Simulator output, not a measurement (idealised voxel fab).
process module | voxel transistor to metal
cross-section cut | 185 nm wide | cells 5 nm
A cross-section is a grid of square cells, given in bands from the top down. A band is one or more rows of cells.
Each band's line starts with the height of the band's top and of its bottom, in nm. Then come its materials from left to right, each with its width in nm. One material with "throughout" fills the band from edge to edge. "air" is empty space.
Height 0 is the level under which the wafer as received is all one material. The lowest band goes on downwards, as in "0 down".
A width such as "30 to 40" changes by the same amount from each row of cells to the next, from the band's top row to its bottom row.
"no change" after a step means that no cell of the cross-section changed.
closed voids: empty space of 8 cells or more with no open way to the top, each as width x height at its distance from the left edge, in nm
after a step's settings: what the simulator itself notes on the step
overlay nm, on a step with a mask: how far to the right of its planned place the mask lay; to the left if negative
Each pair below shows a cross-section before one step and the cross-section after it, down to the lowest band that changed. The line under each pair gives the step between them, with its settings. The pairs can come from different runs of this module on the same starting wafer, so a pair continues from the pair above only where its "before" says so.
before
  135 to 125: Cu throughout
  125 to 120: TiN 50 | Cu 5 | TiN 70 | Cu 5 | TiN 55
  120 to 95: lowk 45 | TiN 5 | Cu 5 | TiN 5 | lowk 60 | TiN 5 | Cu 5 | TiN 5 | lowk 50
  95 to 90: lowk 45 | TiN 15 | lowk 60 | TiN 15 | lowk 50
  90 to 60: lowk throughout
  60 to 55: SiCN throughout
  55 to 50: SiCN 40 | Ru 25 | SiCN 50 | Ru 25 | SiCN 45
  50 to 25: lowk 45 | TiN 5 | Ru 5 | TiN 5 | lowk 60 | TiN 5 | Ru 5 | TiN 5 | lowk 50
  25 to 20: SiN 45 | TiN 15 | SiN 60 | TiN 15 | SiN 50
  20 to 10: SiO2 45 | TiN 5 | Ru 5 | TiN 5 | SiO2 60 | TiN 5 | Ru 5 | TiN 5 | SiO2 50
  10 to 5: SiO2 45 | TiN 15 | SiO2 5 | SiN 5 | HfO2 5 | TiN 5 | W 20 | TiN 5 | HfO2 5 | SiN 5 | SiO2 5 | TiN 15 | SiO2 50
  5 to 0: SiO2 45 | TiN 5 | nSi 15 | SiN 5 | HfO2 5 | TiN 5 | W 20 | TiN 5 | HfO2 5 | SiN 5 | nSi 15 | TiN 5 | SiO2 50
  0 to -5: SiO2 45 | TiN 5 | nSi 15 | SiN 5 | HfO2 5 | TiN 30 | HfO2 5 | SiN 5 | nSi 15 | TiN 5 | SiO2 50
  -5 to -10: SiO2 30 | nSi 35 | SiO2 5 | HfO2 40 | SiO2 5 | nSi 35 | SiO2 35
  -10 to -20: SiO2 35 | nSi 30 | Si 50 | nSi 30 | SiO2 40
  -20 to -35: SiO2 35 | Si 110 | SiO2 40
  -35 down: Si throughout
  closed voids: none
after
  90 to 60: lowk throughout
  below 60: unchanged
  closed voids: none
the step between: op CMP | height nm 90
before: the cross-section after the pair above
after
  95 to 90: SiN throughout
  below 90: unchanged
  closed voids: none
the step between: op CONFORMAL_DEP | material SiN | thk nm 5
before
  25 to 20: air 65 | SiN 5 | air 5 | SiCN 30 | air 5 | SiN 5 | air 70
  20 to 15: air 65 | SiN 5 | SiO2 5 | SiCN 30 | SiO2 5 | SiN 5 | air 70
  15 to -5: air 65 | SiN 5 | SiO2 5 | polySi 30 | SiO2 5 | SiN 5 | air 70
  -5 to -10: air 65 | SiO2 50 | air 70
  -10 to -35: SiO2 35 | Si 110 | SiO2 40
  -35 down: Si throughout
  closed voids: none
after
  25 to 20: air 65 | SiN 5 | air 5 | SiCN 30 | air 5 | SiN 5 | air 70
  20 to 15: air 65 | SiN 5 | SiO2 5 | SiCN 30 | SiO2 5 | SiN 5 | air 70
  15 to 5: air 65 | SiN 5 | SiO2 5 | polySi 30 | SiO2 5 | SiN 5 | air 70
  5 to -5: air 20 | nSi 45 | SiN 5 | SiO2 5 | polySi 30 | SiO2 5 | SiN 5 | nSi 45 | air 25
  -5 to -10: air 20 | nSi 45 | SiO2 50 | nSi 45 | air 25
  below -10: unchanged
  closed voids: none
the step between: op EPI | material nSi | thk nm 15
before: the cross-section after the pair above
after
  25 to 20: air 65 | SiN 5 | air 5 | SiCN 30 | air 5 | SiN 5 | air 70
  20 to 15: air 65 | SiN 5 | SiO2 5 | SiCN 30 | SiO2 5 | SiN 5 | air 70
  15 to -5: air 65 | SiN 5 | SiO2 5 | polySi 30 | SiO2 5 | SiN 5 | air 70
  below -5: unchanged
  closed voids: none
the step between: op DIRECTIONAL_ETCH | etch materials Si | depth nm 10
before: the cross-section after the pair above
after
  30 to 25: SiO2 throughout
  25 to 15: SiO2 65 | SiN 5 | SiO2 5 | SiCN 30 | SiO2 5 | SiN 5 | SiO2 70
  15 to -5: SiO2 65 | SiN 5 | SiO2 5 | polySi 30 | SiO2 5 | SiN 5 | SiO2 70
  -5 to -10: SiO2 20 | nSi 45 | SiO2 50 | nSi 45 | SiO2 25
  below -10: unchanged
  closed voids: none
the step between: op FILL_DEP | material SiO2 | thk nm 5
before: the cross-section after the pair above
after
  15 to -5: SiO2 65 | SiN 5 | SiO2 5 | polySi 30 | SiO2 5 | SiN 5 | SiO2 70
  below -5: unchanged
  closed voids: none
the step between: op CMP | height nm 15
before: the cross-section after the pair above
after
  15 to -5: SiO2 65 | SiN 5 | SiO2 5 | air 30 | SiO2 5 | SiN 5 | SiO2 70
  below -5: unchanged
  closed voids: none
the step between: op STRIP | etch materials polySi
before: the cross-section after the pair above
after
  15 to 10: air 65 | SiN 5 | air 40 | SiN 5 | air 70
  10 to -5: SiO2 65 | SiN 5 | air 40 | SiN 5 | SiO2 70
  -5 to -10: SiO2 20 | nSi 45 | SiO2 5 | air 40 | SiO2 5 | nSi 45 | SiO2 25
  below -10: unchanged
  closed voids: none
the step between: op SELECTIVE_ETCH | etch materials SiO2 | depth nm 5
before: the cross-section after the pair above
after
  20 to 15: air 60 | HfO2 15 | air 30 | HfO2 15 | air 65
  15 to 10: HfO2 65 | SiN 5 | HfO2 5 | air 30 | HfO2 5 | SiN 5 | HfO2 70
  10 to -5: SiO2 65 | SiN 5 | HfO2 5 | air 30 | HfO2 5 | SiN 5 | SiO2 70
  -5 to -10: SiO2 20 | nSi 45 | SiO2 5 | HfO2 40 | SiO2 5 | nSi 45 | SiO2 25
  below -10: unchanged
  closed voids: none
the step between: op CONFORMAL_DEP | material HfO2 | thk nm 5
before: the cross-section after the pair above
after
  25 to 20: air 55 | TiN 25 | air 20 | TiN 25 | air 60
  20 to 15: TiN 60 | HfO2 15 | TiN 5 | air 20 | TiN 5 | HfO2 15 | TiN 65
  15 to 10: HfO2 65 | SiN 5 | HfO2 5 | TiN 5 | air 20 | TiN 5 | HfO2 5 | SiN 5 | HfO2 70
  10 to 0: SiO2 65 | SiN 5 | HfO2 5 | TiN 5 | air 20 | TiN 5 | HfO2 5 | SiN 5 | SiO2 70
  0 to -5: SiO2 65 | SiN 5 | HfO2 5 | TiN 30 | HfO2 5 | SiN 5 | SiO2 70
  below -5: unchanged
  closed voids: none
the step between: op CONFORMAL_DEP | material TiN | thk nm 5
before: the cross-section after the pair above
after
  35 to 25: W throughout
  25 to 20: W 55 | TiN 25 | W 20 | TiN 25 | W 60
  20 to 15: TiN 60 | HfO2 15 | TiN 5 | W 20 | TiN 5 | HfO2 15 | TiN 65
  15 to 10: HfO2 65 | SiN 5 | HfO2 5 | TiN 5 | W 20 | TiN 5 | HfO2 5 | SiN 5 | HfO2 70
  10 to 0: SiO2 65 | SiN 5 | HfO2 5 | TiN 5 | W 20 | TiN 5 | HfO2 5 | SiN 5 | SiO2 70
  below 0: unchanged
  closed voids: none
the step between: op FILL_DEP | material W | thk nm 10
before: the cross-section after the pair above
after
  10 to 0: SiO2 65 | SiN 5 | HfO2 5 | TiN 5 | W 20 | TiN 5 | HfO2 5 | SiN 5 | SiO2 70
  below 0: unchanged
  closed voids: none
the step between: op CMP | height nm 10
before: the cross-section after the pair above
after
  20 to 10: SiO2 throughout
  below 10: unchanged
  closed voids: none
the step between: op DIRECTIONAL_DEP | material SiO2 | thk nm 10
before: the cross-section after the pair above
after
  30 to 20: aC throughout
  below 20: unchanged
  closed voids: none
the step between: op DIRECTIONAL_DEP | material aC | thk nm 10
before: the cross-section after the pair above
after
  60 to 30: resist 45 | air 15 | resist 60 | air 15 | resist 50
  below 30: unchanged
  closed voids: none
the step between: op PATTERN | tone open | mask id CONTACT | material resist | width nm 15 | pitch nm 75 | thk nm 30 | overlay nm 0
before: the cross-section after the pair above
after
  50 to 30: resist 45 | air 15 | resist 60 | air 15 | resist 50
  30 to 20: aC 45 | air 15 | aC 60 | air 15 | aC 50
  below 20: unchanged
  closed voids: none
the step between: op DIRECTIONAL_ETCH | etch materials aC | depth nm 10
before: the cross-section after the pair above
after
  30 to 20: aC 45 | air 15 | aC 60 | air 15 | aC 50
  below 20: unchanged
  closed voids: none
the step between: op STRIP | etch materials resist
before: the cross-section after the pair above
after
  30 to 20: aC 45 | air 15 | aC 60 | air 15 | aC 50
  20 to 10: SiO2 45 | air 15 | SiO2 60 | air 15 | SiO2 50
  10 to 0: SiO2 45 | air 15 | SiO2 5 | SiN 5 | HfO2 5 | TiN 5 | W 20 | TiN 5 | HfO2 5 | SiN 5 | SiO2 5 | air 15 | SiO2 50
  0 to -5: SiO2 45 | air 15 | SiO2 5 | SiN 5 | HfO2 5 | TiN 30 | HfO2 5 | SiN 5 | SiO2 5 | air 15 | SiO2 50
  below -5: unchanged
  closed voids: none
the step between: op DIRECTIONAL_ETCH | etch materials SiO2 | depth nm 25
before: the cross-section after the pair above
after
  20 to 10: SiO2 45 | air 15 | SiO2 60 | air 15 | SiO2 50
  below 10: unchanged
  closed voids: none
the step between: op STRIP | etch materials aC
before: the cross-section after the pair above
after
  25 to 20: TiN 50 | air 5 | TiN 70 | air 5 | TiN 55
  20 to 10: SiO2 45 | TiN 5 | air 5 | TiN 5 | SiO2 60 | TiN 5 | air 5 | TiN 5 | SiO2 50
  10 to 0: SiO2 45 | TiN 5 | air 5 | TiN 5 | SiO2 5 | SiN 5 | HfO2 5 | TiN 5 | W 20 | TiN 5 | HfO2 5 | SiN 5 | SiO2 5 | TiN 5 | air 5 | TiN 5 | SiO2 50
  0 to -5: SiO2 45 | TiN 15 | SiO2 5 | SiN 5 | HfO2 5 | TiN 30 | HfO2 5 | SiN 5 | SiO2 5 | TiN 15 | SiO2 50
  below -5: unchanged
  closed voids: none
the step between: op CONFORMAL_DEP | material TiN | thk nm 5
before: the cross-section after the pair above
after
  35 to 25: Ru throughout
  25 to 20: TiN 50 | Ru 5 | TiN 70 | Ru 5 | TiN 55
  20 to 10: SiO2 45 | TiN 5 | Ru 5 | TiN 5 | SiO2 60 | TiN 5 | Ru 5 | TiN 5 | SiO2 50
  10 to 0: SiO2 45 | TiN 5 | Ru 5 | TiN 5 | SiO2 5 | SiN 5 | HfO2 5 | TiN 5 | W 20 | TiN 5 | HfO2 5 | SiN 5 | SiO2 5 | TiN 5 | Ru 5 | TiN 5 | SiO2 50
  below 0: unchanged
  closed voids: none
the step between: op FILL_DEP | material Ru | thk nm 10
before: the cross-section after the pair above
after
  20 to 10: SiO2 45 | TiN 5 | Ru 5 | TiN 5 | SiO2 60 | TiN 5 | Ru 5 | TiN 5 | SiO2 50
  below 10: unchanged
  closed voids: none
the step between: op CMP | height nm 20
before: the cross-section after the pair above
after
  25 to 20: SiN throughout
  below 20: unchanged
  closed voids: none
the step between: op CONFORMAL_DEP | material SiN | thk nm 5
before: the cross-section after the pair above
after
  50 to 25: lowk throughout
  below 25: unchanged
  closed voids: none
the step between: op DIRECTIONAL_DEP | material lowk | thk nm 25
before: the cross-section after the pair above
after
  50 to 25: lowk 45 | air 15 | lowk 60 | air 15 | lowk 50
  below 25: unchanged
  closed voids: none
the step between: op MASKED_ETCH | tone open | mask id METAL_1 | width nm 15 | pitch nm 75 | etch materials lowk | depth nm 25 | overlay nm 0
before: the cross-section after the pair above
after
  50 to 25: lowk 45 | air 15 | lowk 60 | air 15 | lowk 50
  25 to 20: SiN 45 | air 15 | SiN 60 | air 15 | SiN 50
  below 20: unchanged
  closed voids: none
the step between: op MASKED_ETCH | tone open | mask id METAL_1 | width nm 15 | pitch nm 75 | etch materials SiN | depth nm 5 | overlay nm 0
before: the cross-section after the pair above
after
  55 to 50: TiN 50 | air 5 | TiN 70 | air 5 | TiN 55
  50 to 25: lowk 45 | TiN 5 | air 5 | TiN 5 | lowk 60 | TiN 5 | air 5 | TiN 5 | lowk 50
  25 to 20: SiN 45 | TiN 15 | SiN 60 | TiN 15 | SiN 50
  below 20: unchanged
  closed voids: none
the step between: op CONFORMAL_DEP | material TiN | thk nm 5
before: the cross-section after the pair above
after
  65 to 55: Ru throughout
  55 to 50: TiN 50 | Ru 5 | TiN 70 | Ru 5 | TiN 55
  50 to 25: lowk 45 | TiN 5 | Ru 5 | TiN 5 | lowk 60 | TiN 5 | Ru 5 | TiN 5 | lowk 50
  below 25: unchanged
  closed voids: none
the step between: op FILL_DEP | material Ru | thk nm 10
before: the cross-section after the pair above
after
  50 to 25: lowk 45 | TiN 5 | Ru 5 | TiN 5 | lowk 60 | TiN 5 | Ru 5 | TiN 5 | lowk 50
  below 25: unchanged
  closed voids: none
the step between: op CMP | height nm 50
before: the cross-section after the pair above
after
  55 to 50: air 40 | Ru 25 | air 50 | Ru 25 | air 45
  below 50: unchanged
  closed voids: none
the step between: op EPI | material Ru | thk nm 5
before: the cross-section after the pair above
after
  60 to 55: SiCN throughout
  55 to 50: SiCN 40 | Ru 25 | SiCN 50 | Ru 25 | SiCN 45
  below 50: unchanged
  closed voids: none
the step between: op FILL_DEP | material SiCN | thk nm 5
before: the cross-section after the pair above
after
  90 to 60: lowk throughout
  below 60: unchanged
  closed voids: none
the step between: op DIRECTIONAL_DEP | material lowk | thk nm 30
before: the cross-section after the pair above
after
  105 to 90: resist 45 | air 15 | resist 60 | air 15 | resist 50
  below 90: unchanged
  closed voids: none
the step between: op PATTERN | tone open | mask id METAL_2 | material resist | width nm 15 | pitch nm 75 | thk nm 15 | overlay nm 0
before: the cross-section after the pair above
after
  105 to 90: resist 45 | air 15 | resist 60 | air 15 | resist 50
  90 to 70: lowk 45 | air 15 | lowk 60 | air 15 | lowk 50
  below 70: unchanged
  closed voids: none
the step between: op DIRECTIONAL_ETCH | etch materials lowk | depth nm 20
before: the cross-section after the pair above
after
  90 to 70: lowk 45 | air 15 | lowk 60 | air 15 | lowk 50
  below 70: unchanged
  closed voids: none
the step between: op STRIP | etch materials resist
before: the cross-section after the pair above
after
  90 to 60: lowk 45 | air 15 | lowk 60 | air 15 | lowk 50
  below 60: unchanged
  closed voids: none
the step between: op MASKED_ETCH | tone open | mask id METAL_2_HOLES | width nm 15 | pitch nm 75 | etch materials lowk | depth nm 10 | overlay nm 0
before: the cross-section after the pair above
after
  90 to 60: lowk 45 | air 15 | lowk 60 | air 15 | lowk 50
  60 to 55: SiCN 45 | air 15 | SiCN 60 | air 15 | SiCN 50
  below 55: unchanged
  closed voids: none
the step between: op MASKED_ETCH | tone open | mask id METAL_2_HOLES | width nm 15 | pitch nm 75 | etch materials SiCN | depth nm 5 | overlay nm 0
before: the cross-section after the pair above
after
  95 to 90: TiN 50 | air 5 | TiN 70 | air 5 | TiN 55
  90 to 60: lowk 45 | TiN 5 | air 5 | TiN 5 | lowk 60 | TiN 5 | air 5 | TiN 5 | lowk 50
  60 to 55: SiCN 45 | TiN 15 | SiCN 60 | TiN 15 | SiCN 50
  below 55: unchanged
  closed voids: none
the step between: op CONFORMAL_DEP | material TiN | thk nm 5
before: the cross-section after the pair above
after
  105 to 95: Cu throughout
  95 to 90: TiN 50 | Cu 5 | TiN 70 | Cu 5 | TiN 55
  90 to 60: lowk 45 | TiN 5 | Cu 5 | TiN 5 | lowk 60 | TiN 5 | Cu 5 | TiN 5 | lowk 50
  below 60: unchanged
  closed voids: none
the step between: op FILL_DEP | material Cu | thk nm 10
before: the cross-section after the pair above
after
  90 to 60: lowk 45 | TiN 5 | Cu 5 | TiN 5 | lowk 60 | TiN 5 | Cu 5 | TiN 5 | lowk 50
  below 60: unchanged
  closed voids: none
the step between: op CMP | height nm 90
before: the cross-section after the pair above
after
  95 to 90: SiN throughout
  below 90: unchanged
  closed voids: none
the step between: op CONFORMAL_DEP | material SiN | thk nm 5
before
  90 to 60: lowk 45 | TiN 5 | Cu 5 | TiN 5 | lowk 60 | TiN 5 | Cu 5 | TiN 5 | lowk 50
  60 to 55: SiCN 45 | TiN 15 | SiCN 60 | TiN 15 | SiCN 50
  55 to 50: SiCN 40 | Ru 25 | SiCN 50 | Ru 25 | SiCN 45
  50 to 25: lowk 45 | TiN 5 | Ru 5 | TiN 5 | lowk 60 | TiN 5 | Ru 5 | TiN 5 | lowk 50
  25 to 20: SiN 45 | TiN 15 | SiN 60 | TiN 15 | SiN 50
  20 to 10: SiO2 45 | TiN 5 | Ru 5 | TiN 5 | SiO2 60 | TiN 5 | Ru 5 | TiN 5 | SiO2 50
  10 to 5: SiO2 45 | TiN 15 | SiO2 5 | SiN 5 | HfO2 5 | TiN 5 | W 20 | TiN 5 | HfO2 5 | SiN 5 | SiO2 5 | TiN 15 | SiO2 50
  5 to 0: SiO2 45 | TiN 5 | nSi 15 | SiN 5 | HfO2 5 | TiN 5 | W 20 | TiN 5 | HfO2 5 | SiN 5 | nSi 15 | TiN 5 | SiO2 50
  0 to -5: SiO2 45 | TiN 5 | nSi 15 | SiN 5 | HfO2 5 | TiN 30 | HfO2 5 | SiN 5 | nSi 15 | TiN 5 | SiO2 50
  -5 to -10: SiO2 30 | nSi 35 | SiO2 5 | HfO2 40 | SiO2 5 | nSi 35 | SiO2 35
  -10 to -20: SiO2 35 | nSi 30 | Si 50 | nSi 30 | SiO2 40
  -20 to -35: SiO2 35 | Si 110 | SiO2 40
  -35 down: Si throughout
  closed voids: none
after
  105 to 90: SiN throughout
  below 90: unchanged
  closed voids: none
the step between: op CONFORMAL_DEP | material SiN | thk nm 15
before
  50 to 25: lowk throughout
  25 to 20: SiN throughout
  20 to 10: SiO2 45 | TiN 5 | Ru 5 | TiN 5 | SiO2 60 | TiN 5 | Ru 5 | TiN 5 | SiO2 50
  10 to 5: SiO2 45 | TiN 15 | SiO2 5 | SiN 5 | HfO2 5 | TiN 5 | W 20 | TiN 5 | HfO2 5 | SiN 5 | SiO2 5 | TiN 15 | SiO2 50
  5 to 0: SiO2 45 | TiN 5 | nSi 15 | SiN 5 | HfO2 5 | TiN 5 | W 20 | TiN 5 | HfO2 5 | SiN 5 | nSi 15 | TiN 5 | SiO2 50
  0 to -5: SiO2 45 | TiN 5 | nSi 15 | SiN 5 | HfO2 5 | TiN 30 | HfO2 5 | SiN 5 | nSi 15 | TiN 5 | SiO2 50
  -5 to -10: SiO2 30 | nSi 35 | SiO2 5 | HfO2 40 | SiO2 5 | nSi 35 | SiO2 35
  -10 to -20: SiO2 35 | nSi 30 | Si 50 | nSi 30 | SiO2 40
  -20 to -35: SiO2 35 | Si 110 | SiO2 40
  -35 down: Si throughout
  closed voids: none
after
  50 to 25: lowk 40 | air 25 | lowk 50 | air 25 | lowk 45
  below 25: unchanged
  closed voids: none
the step between: op MASKED_ETCH | tone open | mask id METAL_1 | width nm 25 | pitch nm 75 | etch materials lowk | depth nm 25 | overlay nm 0
before: the cross-section after the pair above
after
  50 to 25: lowk 40 | air 25 | lowk 50 | air 25 | lowk 45
  25 to 20: SiN 45 | air 15 | SiN 60 | air 15 | SiN 50
  below 20: unchanged
  closed voids: none
the step between: op MASKED_ETCH | tone open | mask id METAL_1 | width nm 15 | pitch nm 75 | etch materials SiN | depth nm 5 | overlay nm 0
before: the cross-section after the pair above
after
  55 to 50: TiN 45 | air 15 | TiN 60 | air 15 | TiN 50
  50 to 30: lowk 40 | TiN 5 | air 15 | TiN 5 | lowk 50 | TiN 5 | air 15 | TiN 5 | lowk 45
  30 to 25: lowk 40 | TiN 10 | air 5 | TiN 10 | lowk 50 | TiN 10 | air 5 | TiN 10 | lowk 45
  25 to 20: SiN 45 | TiN 15 | SiN 60 | TiN 15 | SiN 50
  below 20: unchanged
  closed voids: none
the step between: op CONFORMAL_DEP | material TiN | thk nm 5
before: the cross-section after the pair above
after
  65 to 55: Ru throughout
  55 to 50: TiN 45 | Ru 15 | TiN 60 | Ru 15 | TiN 50
  50 to 30: lowk 40 | TiN 5 | Ru 15 | TiN 5 | lowk 50 | TiN 5 | Ru 15 | TiN 5 | lowk 45
  30 to 25: lowk 40 | TiN 10 | Ru 5 | TiN 10 | lowk 50 | TiN 10 | Ru 5 | TiN 10 | lowk 45
  below 25: unchanged
  closed voids: none
the step between: op FILL_DEP | material Ru | thk nm 10
before: the cross-section after the pair above
after
  50 to 30: lowk 40 | TiN 5 | Ru 15 | TiN 5 | lowk 50 | TiN 5 | Ru 15 | TiN 5 | lowk 45
  below 30: unchanged
  closed voids: none
the step between: op CMP | height nm 50
before: the cross-section after the pair above
after
  55 to 50: air 35 | Ru 35 | air 40 | Ru 35 | air 40
  below 50: unchanged
  closed voids: none
the step between: op EPI | material Ru | thk nm 5
before: the cross-section after the pair above
after
  60 to 55: SiCN throughout
  55 to 50: SiCN 35 | Ru 35 | SiCN 40 | Ru 35 | SiCN 40
  below 50: unchanged
  closed voids: none
the step between: op FILL_DEP | material SiCN | thk nm 5
before: the cross-section after the pair above
after
  90 to 60: lowk throughout
  below 60: unchanged
  closed voids: none
the step between: op DIRECTIONAL_DEP | material lowk | thk nm 30
before: the cross-section after the pair above
after
  105 to 90: resist 45 | air 15 | resist 60 | air 15 | resist 50
  below 90: unchanged
  closed voids: none
the step between: op PATTERN | tone open | mask id METAL_2 | material resist | width nm 15 | pitch nm 75 | thk nm 15 | overlay nm 0
before: the cross-section after the pair above
after
  105 to 90: resist 45 | air 15 | resist 60 | air 15 | resist 50
  90 to 70: lowk 45 | air 15 | lowk 60 | air 15 | lowk 50
  below 70: unchanged
  closed voids: none
the step between: op DIRECTIONAL_ETCH | etch materials lowk | depth nm 20
before: the cross-section after the pair above
after
  90 to 70: lowk 45 | air 15 | lowk 60 | air 15 | lowk 50
  below 70: unchanged
  closed voids: none
the step between: op STRIP | etch materials resist
before: the cross-section after the pair above
after
  90 to 60: lowk 45 | air 15 | lowk 60 | air 15 | lowk 50
  below 60: unchanged
  closed voids: none
the step between: op MASKED_ETCH | tone open | mask id METAL_2_HOLES | width nm 15 | pitch nm 75 | etch materials lowk | depth nm 10 | overlay nm 0
before: the cross-section after the pair above
after
  90 to 60: lowk 45 | air 15 | lowk 60 | air 15 | lowk 50
  60 to 55: SiCN 45 | air 15 | SiCN 60 | air 15 | SiCN 50
  below 55: unchanged
  closed voids: none
the step between: op MASKED_ETCH | tone open | mask id METAL_2_HOLES | width nm 15 | pitch nm 75 | etch materials SiCN | depth nm 5 | overlay nm 0
before: the cross-section after the pair above
after
  95 to 90: TiN 50 | air 5 | TiN 70 | air 5 | TiN 55
  90 to 60: lowk 45 | TiN 5 | air 5 | TiN 5 | lowk 60 | TiN 5 | air 5 | TiN 5 | lowk 50
  60 to 55: SiCN 45 | TiN 15 | SiCN 60 | TiN 15 | SiCN 50
  below 55: unchanged
  closed voids: none
the step between: op CONFORMAL_DEP | material TiN | thk nm 5
before: the cross-section after the pair above
after
  105 to 95: Cu throughout
  95 to 90: TiN 50 | Cu 5 | TiN 70 | Cu 5 | TiN 55
  90 to 60: lowk 45 | TiN 5 | Cu 5 | TiN 5 | lowk 60 | TiN 5 | Cu 5 | TiN 5 | lowk 50
  below 60: unchanged
  closed voids: none
the step between: op FILL_DEP | material Cu | thk nm 10
before: the cross-section after the pair above
after
  90 to 60: lowk 45 | TiN 5 | Cu 5 | TiN 5 | lowk 60 | TiN 5 | Cu 5 | TiN 5 | lowk 50
  below 60: unchanged
  closed voids: none
the step between: op CMP | height nm 90
before: the cross-section after the pair above
after
  95 to 90: SiN throughout
  below 90: unchanged
  closed voids: none
the step between: op CONFORMAL_DEP | material SiN | thk nm 5
before
  90 to 60: lowk 45 | air 15 | lowk 60 | air 15 | lowk 50
  60 to 55: SiCN throughout
  55 to 50: SiCN 40 | Ru 25 | SiCN 50 | Ru 25 | SiCN 45
  50 to 25: lowk 45 | TiN 5 | Ru 5 | TiN 5 | lowk 60 | TiN 5 | Ru 5 | TiN 5 | lowk 50
  25 to 20: SiN 45 | TiN 15 | SiN 60 | TiN 15 | SiN 50
  20 to 10: SiO2 45 | TiN 5 | Ru 5 | TiN 5 | SiO2 60 | TiN 5 | Ru 5 | TiN 5 | SiO2 50
  10 to 5: SiO2 45 | TiN 15 | SiO2 5 | SiN 5 | HfO2 5 | TiN 5 | W 20 | TiN 5 | HfO2 5 | SiN 5 | SiO2 5 | TiN 15 | SiO2 50
  5 to 0: SiO2 45 | TiN 5 | nSi 15 | SiN 5 | HfO2 5 | TiN 5 | W 20 | TiN 5 | HfO2 5 | SiN 5 | nSi 15 | TiN 5 | SiO2 50
  0 to -5: SiO2 45 | TiN 5 | nSi 15 | SiN 5 | HfO2 5 | TiN 30 | HfO2 5 | SiN 5 | nSi 15 | TiN 5 | SiO2 50
  -5 to -10: SiO2 30 | nSi 35 | SiO2 5 | HfO2 40 | SiO2 5 | nSi 35 | SiO2 35
  -10 to -20: SiO2 35 | nSi 30 | Si 50 | nSi 30 | SiO2 40
  -20 to -35: SiO2 35 | Si 110 | SiO2 40
  -35 down: Si throughout
  closed voids: none
after
  90 to 60: lowk 45 | air 15 | lowk 60 | air 15 | lowk 50
  60 to 55: SiCN 45 | air 10 | SiCN 65 | air 10 | SiCN 55
  below 55: unchanged
  closed voids: none
the step between: op MASKED_ETCH | tone open | mask id METAL_2_HOLES | width nm 15 | pitch nm 75 | etch materials SiCN | depth nm 5 | overlay nm -5
before: the cross-section after the pair above
after
  95 to 90: TiN 50 | air 5 | TiN 70 | air 5 | TiN 55
  90 to 65: lowk 45 | TiN 5 | air 5 | TiN 5 | lowk 60 | TiN 5 | air 5 | TiN 5 | lowk 50
  65 to 60: lowk 45 | TiN 15 | lowk 60 | TiN 15 | lowk 50
  60 to 55: SiCN 45 | TiN 10 | SiCN 65 | TiN 10 | SiCN 55
  below 55: unchanged
  closed voids: none
the step between: op CONFORMAL_DEP | material TiN | thk nm 5
before: the cross-section after the pair above
after
  105 to 95: Cu throughout
  95 to 90: TiN 50 | Cu 5 | TiN 70 | Cu 5 | TiN 55
  90 to 65: lowk 45 | TiN 5 | Cu 5 | TiN 5 | lowk 60 | TiN 5 | Cu 5 | TiN 5 | lowk 50
  below 65: unchanged
  closed voids: none
the step between: op FILL_DEP | material Cu | thk nm 10
before: the cross-section after the pair above
after
  90 to 65: lowk 45 | TiN 5 | Cu 5 | TiN 5 | lowk 60 | TiN 5 | Cu 5 | TiN 5 | lowk 50
  below 65: unchanged
  closed voids: none
the step between: op CMP | height nm 90
before: the cross-section after the pair above
after
  95 to 90: SiN throughout
  below 90: unchanged
  closed voids: none
the step between: op CONFORMAL_DEP | material SiN | thk nm 5
before
  90 to 60: lowk 45 | air 15 | lowk 60 | air 15 | lowk 50
  60 to 55: SiCN 45 | air 15 | SiCN 60 | air 15 | SiCN 50
  55 to 50: SiCN 40 | Ru 25 | SiCN 50 | Ru 25 | SiCN 45
  50 to 25: lowk 45 | TiN 5 | Ru 5 | TiN 5 | lowk 60 | TiN 5 | Ru 5 | TiN 5 | lowk 50
  25 to 20: SiN 45 | TiN 15 | SiN 60 | TiN 15 | SiN 50
  20 to 10: SiO2 45 | TiN 5 | Ru 5 | TiN 5 | SiO2 60 | TiN 5 | Ru 5 | TiN 5 | SiO2 50
  10 to 5: SiO2 45 | TiN 15 | SiO2 5 | SiN 5 | HfO2 5 | TiN 5 | W 20 | TiN 5 | HfO2 5 | SiN 5 | SiO2 5 | TiN 15 | SiO2 50
  5 to 0: SiO2 45 | TiN 5 | nSi 15 | SiN 5 | HfO2 5 | TiN 5 | W 20 | TiN 5 | HfO2 5 | SiN 5 | nSi 15 | TiN 5 | SiO2 50
  0 to -5: SiO2 45 | TiN 5 | nSi 15 | SiN 5 | HfO2 5 | TiN 30 | HfO2 5 | SiN 5 | nSi 15 | TiN 5 | SiO2 50
  -5 to -10: SiO2 30 | nSi 35 | SiO2 5 | HfO2 40 | SiO2 5 | nSi 35 | SiO2 35
  -10 to -20: SiO2 35 | nSi 30 | Si 50 | nSi 30 | SiO2 40
  -20 to -35: SiO2 35 | Si 110 | SiO2 40
  -35 down: Si throughout
  closed voids: none
after
  95 to 90: SiN 50 | air 5 | SiN 70 | air 5 | SiN 55
  90 to 60: lowk 45 | SiN 5 | air 5 | SiN 5 | lowk 60 | SiN 5 | air 5 | SiN 5 | lowk 50
  60 to 55: SiCN 45 | SiN 15 | SiCN 60 | SiN 15 | SiCN 50
  below 55: unchanged
  closed voids: none
the step between: op CONFORMAL_DEP | material SiN | thk nm 5
before: the cross-section after the pair above
after
  105 to 95: Cu throughout
  95 to 90: SiN 50 | Cu 5 | SiN 70 | Cu 5 | SiN 55
  90 to 60: lowk 45 | SiN 5 | Cu 5 | SiN 5 | lowk 60 | SiN 5 | Cu 5 | SiN 5 | lowk 50
  below 60: unchanged
  closed voids: none
the step between: op FILL_DEP | material Cu | thk nm 10
before: the cross-section after the pair above
after
  90 to 60: lowk 45 | SiN 5 | Cu 5 | SiN 5 | lowk 60 | SiN 5 | Cu 5 | SiN 5 | lowk 50
  below 60: unchanged
  closed voids: none
the step between: op CMP | height nm 90
before: the cross-section after the pair above
after
  95 to 90: SiN throughout
  below 90: unchanged
  closed voids: none
the step between: op CONFORMAL_DEP | material SiN | thk nm 5
